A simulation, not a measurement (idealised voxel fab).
Process module under the name voxel transistor to metal
The width of the displayed cross-section, cut, is 280 nm; its cells are square, with a size of 5 nm.
Reading order for cross-sections: top band down to bottom band. Underlying form: a grid of square cells. Band size: one or more rows of cells.
The band entry comprises the height of the band's top followed by the height of its bottom, expressed in nm, and subsequently the band's materials from left to right, each stated together with its width in nm. Where a single material is marked with the word "throughout", that material fills the band from edge to edge. The word "blank" represents empty space.
Counting heights begins at 0, where everything beneath is, in the wafer as received, one material. The lowest band has no bottom; it goes on downwards, as "0 down" shows.
The expression "30..40" gives the width at the extremes of the band, the first number at its top row of cells and the second at its bottom row, with the width changing by equal amounts from each row to the next in between.
"stayed the same" (step): cross-section cells unchanged, all of them.
"Internal closed voids" contains a list of empty spaces, each no smaller than 8 cells and without an open way to the top, written in the form width x height at distance with the distance from the left edge and all three in nm.
Text after the settings on a step's line: the simulator's own remark on that step.
"overlay nm" answers the question of how far to the right of plan the mask lay on a step that has a mask, and when it is negative the answer is to the left.
**So here's the lineup of process steps we planned**
| 1 | RECEIVE: material Si |
| 2 | CONFORMAL_DEP: material SiO2, thk nm 5 |
| 3 | CONFORMAL_DEP: material SiN, thk nm 15 |
| 4 | DIRECTIONAL_DEP: material aC, thk nm 10 |
| 5 | PATTERN: tone cover, mask id ACTIVE, material resist, width nm 105, pitch nm 125, thk nm 25, overlay nm 0 |
| 6 | DIRECTIONAL_ETCH: etch materials aC, depth nm 10 |
| 7 | STRIP: etch materials resist |
| 8 | DIRECTIONAL_ETCH: etch materials SiN, depth nm 15 |
| 9 | DIRECTIONAL_ETCH: etch materials SiO2, depth nm 5 |
| 10 | DIRECTIONAL_ETCH: etch materials Si, depth nm 30 |
| 11 | STRIP: etch materials aC |
| 12 | FILL_DEP: material SiO2, thk nm 5 |
| 13 | CMP: height nm 20 |
| 14 | SELECTIVE_ETCH: etch materials SiO2, depth nm 15 |
| 15 | STRIP: etch materials SiN |
| 16 | SELECTIVE_ETCH: etch materials SiO2, depth nm 5 |
| 17 | OXIDIZE: depth nm 5 |
| 18 | DIRECTIONAL_DEP: material polySi, thk nm 30 |
| 19 | DIRECTIONAL_DEP: material SiCN, thk nm 15 |
| 20 | PATTERN: tone cover, mask id GATE, material resist, width nm 25, pitch nm 125, thk nm 15, overlay nm 0 |
| 21 | DIRECTIONAL_ETCH: etch materials SiCN, depth nm 25 |
| 22 | DIRECTIONAL_ETCH: etch materials polySi, depth nm 40 |
| 23 | STRIP: etch materials resist |
| 24 | CONFORMAL_DEP: material SiO2, thk nm 5 |
| 25 | DIRECTIONAL_ETCH: etch materials SiO2, depth nm 5 |
| 26 | CONFORMAL_DEP: material SiN, thk nm 10 |
| 27 | DIRECTIONAL_ETCH: etch materials SiN, depth nm 10 |
| 28 | DIRECTIONAL_ETCH: etch materials SiO2, depth nm 5 |
| 29 | DIRECTIONAL_ETCH: etch materials Si, depth nm 15 |
| 30 | EPI: material SiGe, thk nm 20 |
| 31 | FILL_DEP: material SiO2, thk nm 10 |
| 32 | CMP: height nm 45 |
| 33 | DIRECTIONAL_DEP: material SiO2, thk nm 10 |
| 34 | DIRECTIONAL_DEP: material aC, thk nm 10 |
| 35 | PATTERN: tone open, mask id CONTACT, material resist, width nm 30, thk nm 25, overlay nm 0 |
| 36 | DIRECTIONAL_ETCH: etch materials aC, depth nm 10 |
| 37 | STRIP: etch materials resist |
| 38 | DIRECTIONAL_ETCH: etch materials SiO2, depth nm 40 |
| 39 | STRIP: etch materials aC |
| 40 | CONFORMAL_DEP: material TiN, thk nm 5 |
| 41 | FILL_DEP: material W, thk nm 10 |
| 42 | CMP: height nm 55 |
| 43 | DIRECTIONAL_DEP: material TiN, thk nm 5 |
| 44 | DIRECTIONAL_DEP: material Ru, thk nm 20 |
| 45 | DIRECTIONAL_DEP: material aC, thk nm 10 |
| 46 | PATTERN: tone cover, mask id METAL_1, material resist, width nm 20, thk nm 25, overlay nm 0 |
| 47 | DIRECTIONAL_ETCH: etch materials aC, depth nm 10 |
| 48 | STRIP: etch materials resist |
| 49 | DIRECTIONAL_ETCH: etch materials Ru, depth nm 20 |
| 50 | DIRECTIONAL_ETCH: etch materials TiN, depth nm 5 |
| 51 | STRIP: etch materials aC |
| 52 | FILL_DEP: material SiO2, thk nm 5 |
| 53 | CMP: height nm 80 |
| 54 | CONFORMAL_DEP: material SiN, thk nm 5 |
**Cross-section: wafer on arrival = after step 1**
    0 down | Si throughout
    Internal closed voids: none
**first wafer at the end, as planned**
    85 to 80 | SiN throughout
    80 to 60 | SiO2 30 nm / Ru 20 nm / SiO2 55 nm / Ru 20 nm / SiO2 30 nm / Ru 20 nm / SiO2 55 nm / Ru 20 nm / SiO2 30 nm
    60 to 55 | SiO2 30 nm / TiN 20 nm / SiO2 55 nm / TiN 20 nm / SiO2 30 nm / TiN 20 nm / SiO2 55 nm / TiN 20 nm / SiO2 30 nm
    55 to 45 | SiO2 30 nm / TiN 5 nm / W 20..10 nm / TiN 5..15 nm / SiO2 35 nm / TiN 5..15 nm / W 20..10 nm / TiN 5 nm / SiO2 30 nm / TiN 5 nm / W 20..10 nm / TiN 5..15 nm / SiO2 35 nm / TiN 5..15 nm / W 20..10 nm / TiN 5 nm / SiO2 30 nm
    45 to 30 | SiO2 30 nm / TiN 5 nm / W 10 nm / TiN 5 nm / SiN 10 nm / SiO2 5 nm / SiCN 25 nm / SiO2 5 nm / SiN 10 nm / TiN 5 nm / W 10 nm / TiN 5 nm / SiO2 30 nm / TiN 5 nm / W 10 nm / TiN 5 nm / SiN 10 nm / SiO2 5 nm / SiCN 25 nm / SiO2 5 nm / SiN 10 nm / TiN 5 nm / W 10 nm / TiN 5 nm / SiO2 30 nm
    30 to 20 | SiO2 30 nm / TiN 5 nm / W 10 nm / TiN 5 nm / SiN 10 nm / SiO2 5 nm / polySi 25 nm / SiO2 5 nm / SiN 10 nm / TiN 5 nm / W 10 nm / TiN 5 nm / SiO2 30 nm / TiN 5 nm / W 10 nm / TiN 5 nm / SiN 10 nm / SiO2 5 nm / polySi 25 nm / SiO2 5 nm / SiN 10 nm / TiN 5 nm / W 10 nm / TiN 5 nm / SiO2 30 nm
    20 to 15 | SiO2 30 nm / TiN 20 nm / SiN 10 nm / SiO2 5 nm / polySi 25 nm / SiO2 5 nm / SiN 10 nm / TiN 20 nm / SiO2 30 nm / TiN 20 nm / SiN 10 nm / SiO2 5 nm / polySi 25 nm / SiO2 5 nm / SiN 10 nm / TiN 20 nm / SiO2 30 nm
    15 to 0 | SiO2 30 nm / SiGe 20 nm / SiN 10 nm / SiO2 5 nm / polySi 25 nm / SiO2 5 nm / SiN 10 nm / SiGe 20 nm / SiO2 30 nm / SiGe 20 nm / SiN 10 nm / SiO2 5 nm / polySi 25 nm / SiO2 5 nm / SiN 10 nm / SiGe 20 nm / SiO2 30 nm
    0 to -5 | SiO2 20 nm / SiGe 30 nm / SiO2 55 nm / SiGe 30 nm / SiO2 10 nm / SiGe 30 nm / SiO2 55 nm / SiGe 30 nm / SiO2 20 nm
    -5 to -20 | SiO2 25 nm / SiGe 25 nm / Si 55 nm / SiGe 25 nm / SiO2 20 nm / SiGe 25 nm / Si 55 nm / SiGe 25 nm / SiO2 25 nm
    -20 to -30 | SiO2 25 nm / Si 105 nm / SiO2 20 nm / Si 105 nm / SiO2 25 nm
    -30 down | Si throughout
    Internal closed voids: none
**Now the second wafer, cross-sectioned at the end of the module. Nothing different at the start, nothing different in the plan compared with the first, just one mistake when it was actually run**
    85 to 80 | SiN throughout
    80 to 60 | SiO2 30 nm / Ru 20 nm / SiO2 55 nm / Ru 20 nm / SiO2 30 nm / Ru 20 nm / SiO2 55 nm / Ru 20 nm / SiO2 30 nm
    60 to 55 | SiO2 30 nm / TiN 20 nm / SiO2 55 nm / TiN 20 nm / SiO2 30 nm / TiN 20 nm / SiO2 55 nm / TiN 20 nm / SiO2 30 nm
    55 to 45 | SiO2 30 nm / TiN 5 nm / W 20..10 nm / TiN 5..15 nm / SiO2 35 nm / TiN 5..15 nm / W 20..10 nm / TiN 5 nm / SiO2 30 nm / TiN 5 nm / W 20..10 nm / TiN 5..15 nm / SiO2 35 nm / TiN 5..15 nm / W 20..10 nm / TiN 5 nm / SiO2 30 nm
    45 to 30 | SiO2 30 nm / TiN 5 nm / W 10 nm / TiN 5 nm / SiN 10 nm / SiO2 5 nm / SiCN 25 nm / SiO2 5 nm / SiN 10 nm / TiN 5 nm / W 10 nm / TiN 5 nm / SiO2 30 nm / TiN 5 nm / W 10 nm / TiN 5 nm / SiN 10 nm / SiO2 5 nm / SiCN 25 nm / SiO2 5 nm / SiN 10 nm / TiN 5 nm / W 10 nm / TiN 5 nm / SiO2 30 nm
    30 to 20 | SiO2 30 nm / TiN 5 nm / W 10 nm / TiN 5 nm / SiN 10 nm / SiO2 5 nm / polySi 25 nm / SiO2 5 nm / SiN 10 nm / TiN 5 nm / W 10 nm / TiN 5 nm / SiO2 30 nm / TiN 5 nm / W 10 nm / TiN 5 nm / SiN 10 nm / SiO2 5 nm / polySi 25 nm / SiO2 5 nm / SiN 10 nm / TiN 5 nm / W 10 nm / TiN 5 nm / SiO2 30 nm
    20 to 15 | SiO2 30 nm / TiN 20 nm / SiN 10 nm / SiO2 5 nm / polySi 25 nm / SiO2 5 nm / SiN 10 nm / TiN 20 nm / SiO2 30 nm / TiN 20 nm / SiN 10 nm / SiO2 5 nm / polySi 25 nm / SiO2 5 nm / SiN 10 nm / TiN 20 nm / SiO2 30 nm
    15 to 0 | SiO2 50 nm / SiN 10 nm / SiO2 5 nm / polySi 25 nm / SiO2 5 nm / SiN 10 nm / SiO2 70 nm / SiN 10 nm / SiO2 5 nm / polySi 25 nm / SiO2 5 nm / SiN 10 nm / SiO2 50 nm
    0 to -5 | SiGe 30 nm / SiO2 95 nm / SiGe 30 nm / SiO2 95 nm / SiGe 30 nm
    -5 to -20 | SiGe 25 nm / SiO2 105 nm / SiGe 20 nm / SiO2 105 nm / SiGe 25 nm
    -20 to -30 | Si 25 nm / SiO2 105 nm / Si 20 nm / SiO2 105 nm / Si 25 nm
    -30 down | Si throughout
    Internal closed voids: none
Diagnosis: step 5 ran differently from the plan; actual operation with settings: PATTERN: tone open, mask id ACTIVE, material resist, width nm 105, pitch nm 125, thk nm 25, overlay nm 0
It is noted that, at the conclusion of processing, the second wafer exhibits a higher or lower cell count for certain materials relative to the first: Si: 122 fewer; SiGe: 72 fewer; SiO2: 194 more
